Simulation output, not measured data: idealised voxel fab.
Documented hereafter: the process module known as voxel tone inversion.
The figure presents cross-section cut, which has a width of 180 nm and is divided into square cells with an edge length of 5 nm.
The cross-sections in this document take the form of a grid made of square cells. They are written out as bands, in order from top to bottom. Each band consists of one or more rows of cells. For a band, the entry starts with two heights in nm, that of the top and then that of the bottom, and carries on with the band's materials in order from left to right, each alongside its width in nm; the word "throughout" beside a single material means it fills the band edge to edge, and "air" means empty space. The reference from which all heights are counted is 0, the level beneath which the as-received wafer is entirely one material; the lowest band, having no lower bound, proceeds downward and is written after the example "0 and below". When a width is written as two numbers, as in "30..40", the first number is the width in the top row of cells of the band and the second is the width in its bottom row, and the width changes by the same amount from each row to the next. "everything unchanged" -> step changed no cross-section cell. "Unvented cavities": empty spaces of 8 cells or more with no open way to the top, each given as width x height at distance, distance from the left edge, all in nm. Post-settings text on a step line: simulator's own remark regarding the step. overlay nm: step with mask; distance mask lay right of planned place; negative value = left of planned place.
STEPS IN THE PROCESS PLAN
step 1: RECEIVE | material Si
step 2: CONFORMAL_DEP | material SiN | thk nm 5
step 3: DIRECTIONAL_DEP | material aC | thk nm 15
step 4: PATTERN | tone cover | mask id POSTS | material resist | width nm 15 | pitch nm 40 | thk nm 20 | overlay nm 0
step 5: DIRECTIONAL_ETCH | etch materials aC | depth nm 15
step 6: STRIP | etch materials resist
step 7: FILL_DEP | material SiO2 | thk nm 5
step 8: CMP | height nm 20
step 9: STRIP | etch materials aC
Wafer-to-wafer difference: width nm, step 4. Common start. Plan = first wafer's value.
CROSS-SECTION OF THE FIRST INCOMING WAFER OF SEVERAL, STATE AFTER STEP 1
  0 and below = Si throughout
  Unvented cavities: none
MODULE END STATE AFTER FINAL STEP 9: CROSS-SECTION OF THE FIRST OF SEVERAL WAFERS
  20 down to 5 = SiO2: 40, air: 15, SiO2: 25, air: 15, SiO2: 25, air: 15, SiO2: 45
  5 down to 0 = SiN throughout
  0 and below = Si throughout
  Unvented cavities: none
LAST WAFER AT THE END
  20 down to 5 = SiO2: 35, air: 25, SiO2: 15, air: 25, SiO2: 15, air: 25, SiO2: 40
  5 down to 0 = SiN throughout
  0 and below = Si throughout
  Unvented cavities: none
BELOW, A ROW FOR EVERY WAFER. READ IT AS THE END-OF-MODULE PICTURE: FOR EACH MATERIAL THE WAFER SHOWS ITS CELLS GAINED (+) OR LOST (-) SINCE IT WAS RECEIVED, AND THEN ITS CLOSED VOIDS
width nm 15 | +36 SiN | +81 SiO2 | Unvented cavities: none
width nm 20 | +36 SiN | +72 SiO2 | Unvented cavities: none
width nm 25 | +36 SiN | +63 SiO2 | Unvented cavities: none
